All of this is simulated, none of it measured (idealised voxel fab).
Documented hereafter: the process module known as voxel self aligned contacts.
It is cross-section cut that appears here, measuring 185 nm in width, its square cells being 5 nm in size.
We lay out every cross-section as a grid of square cells and spell it out in bands from the top down, where one band means one or more rows of cells. Per band: top height and bottom height in nm, followed by the left-to-right materials and their widths in nm; "all across" marks a single material spanning edge to edge, "empty" marks empty space. Heights are expressed relative to 0, this being the level below which the as-received wafer comprises one material exclusively. The lowest band is unbounded in the downward direction and is denoted as in "top 0, no bottom". The expression "30..40" gives the width at the extremes of the band, the first number at its top row of cells and the second at its bottom row, with the width changing by equal amounts from each row to the next in between. "all unchanged" means the step left every cell of the cross-section as it was. Under "Cavities, sealed" you'll find the enclosed gaps, the ones with no way out to the top, that are 8 cells or bigger; each reads width x height at distance, with distance counted from the left edge, everything in nm. Step line, after settings: the simulator's comment on this step. A step's line can hold "overlay nm"; with a mask on that step, the setting says how far right of the planned place the mask lay, while a negative setting says it lay to the left.

# Process steps - plan
| 1 | RECEIVE | material Si |
| 2 | CONFORMAL_DEP | material SiO2 | thk nm 5 |
| 3 | DIRECTIONAL_DEP | material polySi | thk nm 25 |
| 4 | DIRECTIONAL_DEP | material SiN | thk nm 15 |
| 5 | PATTERN | tone cover | mask id GATE | material resist | width nm 25 | pitch nm 50 | thk nm 20 | overlay nm 0 |
| 6 | DIRECTIONAL_ETCH | etch materials SiN | depth nm 15 |
| 7 | DIRECTIONAL_ETCH | etch materials polySi | depth nm 25 |
| 8 | STRIP | etch materials resist |
| 9 | CONFORMAL_DEP | material SiN | thk nm 5 |
| 10 | DIRECTIONAL_ETCH | etch materials SiN | depth nm 5 |
| 11 | FILL_DEP | material SiO2 | thk nm 20 |
| 12 | CMP | height nm 55 |
| 13 | PATTERN | tone open | mask id CONTACT | material resist | width nm 35 | thk nm 15 | overlay nm 0 |
| 14 | DIRECTIONAL_ETCH | etch materials SiO2 | depth nm 55 |
| 15 | STRIP | etch materials resist |
| 16 | CONFORMAL_DEP | material TiN | thk nm 5 |
| 17 | FILL_DEP | material W | thk nm 10 |
| 18 | CMP | height nm 55 |
| 19 | CONFORMAL_DEP | material SiN | thk nm 5 |

# So, the first of our two wafers, run just as we planned it

# This is the cross-section of the wafer as we received it, i.e. after step 1
- top 0, no bottom: Si all across
- Cavities, sealed: none

# Cross-section: wafer state after step 2
- top 5, bottom 0: SiO2 all across
- Anything lower than 0 is untouched.

# Cross-section: wafer state after step 3
- top 30, bottom 5: polySi all across
- Anything lower than 5 is untouched.

# Cross-section: wafer state after step 4
- top 45, bottom 30: SiN all across
- Anything lower than 30 is untouched.

# Cross-section: wafer state after step 5
- top 65, bottom 45: empty 55 nm; resist 25 nm; empty 25 nm; resist 25 nm; empty 55 nm
- Anything lower than 45 is untouched.

# Cross-section: wafer state after step 6
- top 65, bottom 45: empty 55 nm; resist 25 nm; empty 25 nm; resist 25 nm; empty 55 nm
- top 45, bottom 30: empty 55 nm; SiN 25 nm; empty 25 nm; SiN 25 nm; empty 55 nm
- Anything lower than 30 is untouched.

# Cross-section: wafer state after step 7
- top 65, bottom 45: empty 55 nm; resist 25 nm; empty 25 nm; resist 25 nm; empty 55 nm
- top 45, bottom 30: empty 55 nm; SiN 25 nm; empty 25 nm; SiN 25 nm; empty 55 nm
- top 30, bottom 5: empty 55 nm; polySi 25 nm; empty 25 nm; polySi 25 nm; empty 55 nm
- Anything lower than 5 is untouched.

# Cross-section: wafer state after step 8
- top 45, bottom 30: empty 55 nm; SiN 25 nm; empty 25 nm; SiN 25 nm; empty 55 nm
- Anything lower than 30 is untouched.

# Cross-section: wafer state after step 9
- top 50, bottom 30: empty 50 nm; SiN 35 nm; empty 15 nm; SiN 35 nm; empty 50 nm
- top 30, bottom 10: empty 50 nm; SiN 5 nm; polySi 25 nm; SiN 5 nm; empty 15 nm; SiN 5 nm; polySi 25 nm; SiN 5 nm; empty 50 nm
- top 10, bottom 5: SiN 55 nm; polySi 25 nm; SiN 25 nm; polySi 25 nm; SiN 55 nm
- Anything lower than 5 is untouched.

# Cross-section: wafer state after step 10
- top 45, bottom 30: empty 50 nm; SiN 35 nm; empty 15 nm; SiN 35 nm; empty 50 nm
- top 30, bottom 5: empty 50 nm; SiN 5 nm; polySi 25 nm; SiN 5 nm; empty 15 nm; SiN 5 nm; polySi 25 nm; SiN 5 nm; empty 50 nm
- Anything lower than 5 is untouched.

# Cross-section: wafer state after step 11
- top 65, bottom 45: SiO2 all across
- top 45, bottom 30: SiO2 50 nm; SiN 35 nm; SiO2 15 nm; SiN 35 nm; SiO2 50 nm
- top 30, bottom 5: SiO2 50 nm; SiN 5 nm; polySi 25 nm; SiN 5 nm; SiO2 15 nm; SiN 5 nm; polySi 25 nm; SiN 5 nm; SiO2 50 nm
- Anything lower than 5 is untouched.

# Cross-section: wafer state after step 12
- top 55, bottom 45: SiO2 all across
- Anything lower than 45 is untouched.

# Cross-section: wafer state after step 13
- top 70, bottom 55: resist 75 nm; empty 35 nm; resist 75 nm
- Anything lower than 55 is untouched.

# Cross-section: wafer state after step 14
- top 70, bottom 55: resist 75 nm; empty 35 nm; resist 75 nm
- top 55, bottom 45: SiO2 75 nm; empty 35 nm; SiO2 75 nm
- top 45, bottom 30: SiO2 50 nm; SiN 35 nm; empty 15 nm; SiN 35 nm; SiO2 50 nm
- top 30, bottom 5: SiO2 50 nm; SiN 5 nm; polySi 25 nm; SiN 5 nm; empty 15 nm; SiN 5 nm; polySi 25 nm; SiN 5 nm; SiO2 50 nm
- top 5, bottom 0: SiO2 85 nm; empty 15 nm; SiO2 85 nm
- Anything lower than 0 is untouched.

# Cross-section: wafer state after step 15
- top 55, bottom 45: SiO2 75 nm; empty 35 nm; SiO2 75 nm
- Anything lower than 45 is untouched.

# Cross-section: wafer state after step 16
- top 60, bottom 55: TiN 80 nm; empty 25 nm; TiN 80 nm
- top 55, bottom 45: SiO2 75 nm; TiN 5..15 nm; empty 25..5 nm; TiN 5..15 nm; SiO2 75 nm
- top 45, bottom 30: SiO2 50 nm; SiN 35 nm; TiN 5 nm; empty 5 nm; TiN 5 nm; SiN 35 nm; SiO2 50 nm
- top 30, bottom 5: SiO2 50 nm; SiN 5 nm; polySi 25 nm; SiN 5 nm; TiN 5 nm; empty 5 nm; TiN 5 nm; SiN 5 nm; polySi 25 nm; SiN 5 nm; SiO2 50 nm
- top 5, bottom 0: SiO2 85 nm; TiN 15 nm; SiO2 85 nm
- Anything lower than 0 is untouched.

# Cross-section: wafer state after step 17
- top 70, bottom 60: W all across
- top 60, bottom 55: TiN 80 nm; W 25 nm; TiN 80 nm
- top 55, bottom 45: SiO2 75 nm; TiN 5..15 nm; W 25..5 nm; TiN 5..15 nm; SiO2 75 nm
- top 45, bottom 30: SiO2 50 nm; SiN 35 nm; TiN 5 nm; W 5 nm; TiN 5 nm; SiN 35 nm; SiO2 50 nm
- top 30, bottom 5: SiO2 50 nm; SiN 5 nm; polySi 25 nm; SiN 5 nm; TiN 5 nm; W 5 nm; TiN 5 nm; SiN 5 nm; polySi 25 nm; SiN 5 nm; SiO2 50 nm
- Anything lower than 5 is untouched.

# Cross-section: wafer state after step 18
- top 55, bottom 45: SiO2 75 nm; TiN 5..15 nm; W 25..5 nm; TiN 5..15 nm; SiO2 75 nm
- Anything lower than 45 is untouched.

# Cross-section: wafer state after step 19
- top 60, bottom 55: SiN all across
- Anything lower than 55 is untouched.

# second wafer: like start, like plan, one mistake. Through step 12 it matches the first wafer

# Cross-section of the second wafer at the time by which step 13 should have been completed according to the plan
- top 70, bottom 55: resist 70 nm; empty 45 nm; resist 70 nm
- Anything lower than 55 is untouched.

# Cross-section of the second wafer at the time by which step 14 should have been completed according to the plan
- top 70, bottom 55: resist 70 nm; empty 45 nm; resist 70 nm
- top 55, bottom 45: SiO2 70 nm; empty 45 nm; SiO2 70 nm
- top 45, bottom 30: SiO2 50 nm; SiN 35 nm; empty 15 nm; SiN 35 nm; SiO2 50 nm
- top 30, bottom 5: SiO2 50 nm; SiN 5 nm; polySi 25 nm; SiN 5 nm; empty 15 nm; SiN 5 nm; polySi 25 nm; SiN 5 nm; SiO2 50 nm
- top 5, bottom 0: SiO2 85 nm; empty 15 nm; SiO2 85 nm
- Anything lower than 0 is untouched.

# Cross-section of the second wafer at the time by which step 15 should have been completed according to the plan
- top 55, bottom 45: SiO2 70 nm; empty 45 nm; SiO2 70 nm
- Anything lower than 45 is untouched.

# Cross-section of the second wafer at the time by which step 16 should have been completed according to the plan
- top 60, bottom 55: TiN 75 nm; empty 35 nm; TiN 75 nm
- top 55, bottom 45: SiO2 70 nm; TiN 5..20 nm; empty 35..5 nm; TiN 5..20 nm; SiO2 70 nm
- top 45, bottom 30: SiO2 50 nm; SiN 35 nm; TiN 5 nm; empty 5 nm; TiN 5 nm; SiN 35 nm; SiO2 50 nm
- top 30, bottom 5: SiO2 50 nm; SiN 5 nm; polySi 25 nm; SiN 5 nm; TiN 5 nm; empty 5 nm; TiN 5 nm; SiN 5 nm; polySi 25 nm; SiN 5 nm; SiO2 50 nm
- top 5, bottom 0: SiO2 85 nm; TiN 15 nm; SiO2 85 nm
- Anything lower than 0 is untouched.

# Cross-section of the second wafer at the time by which step 17 should have been completed according to the plan
- top 70, bottom 60: W all across
- top 60, bottom 55: TiN 75 nm; W 35 nm; TiN 75 nm
- top 55, bottom 45: SiO2 70 nm; TiN 5..20 nm; W 35..5 nm; TiN 5..20 nm; SiO2 70 nm
- top 45, bottom 30: SiO2 50 nm; SiN 35 nm; TiN 5 nm; W 5 nm; TiN 5 nm; SiN 35 nm; SiO2 50 nm
- top 30, bottom 5: SiO2 50 nm; SiN 5 nm; polySi 25 nm; SiN 5 nm; TiN 5 nm; W 5 nm; TiN 5 nm; SiN 5 nm; polySi 25 nm; SiN 5 nm; SiO2 50 nm
- Anything lower than 5 is untouched.

# Cross-section of the second wafer at the time by which step 18 should have been completed according to the plan
- top 55, bottom 45: SiO2 70 nm; TiN 5..20 nm; W 35..5 nm; TiN 5..20 nm; SiO2 70 nm
- Anything lower than 45 is untouched.

# Cross-section of the second wafer at the time by which step 19 should have been completed according to the plan
- top 60, bottom 55: SiN all across
- Anything lower than 55 is untouched.
Short version of what went wrong: step 13 deviated from plan and actually ran as PATTERN | tone open | mask id CONTACT | material resist | width nm 45 | thk nm 15 | overlay nm 0
Count the cells at the end and the second wafer has more or fewer of some materials than the first: 4 fewer of SiO2 | 2 more of TiN | 2 more of W
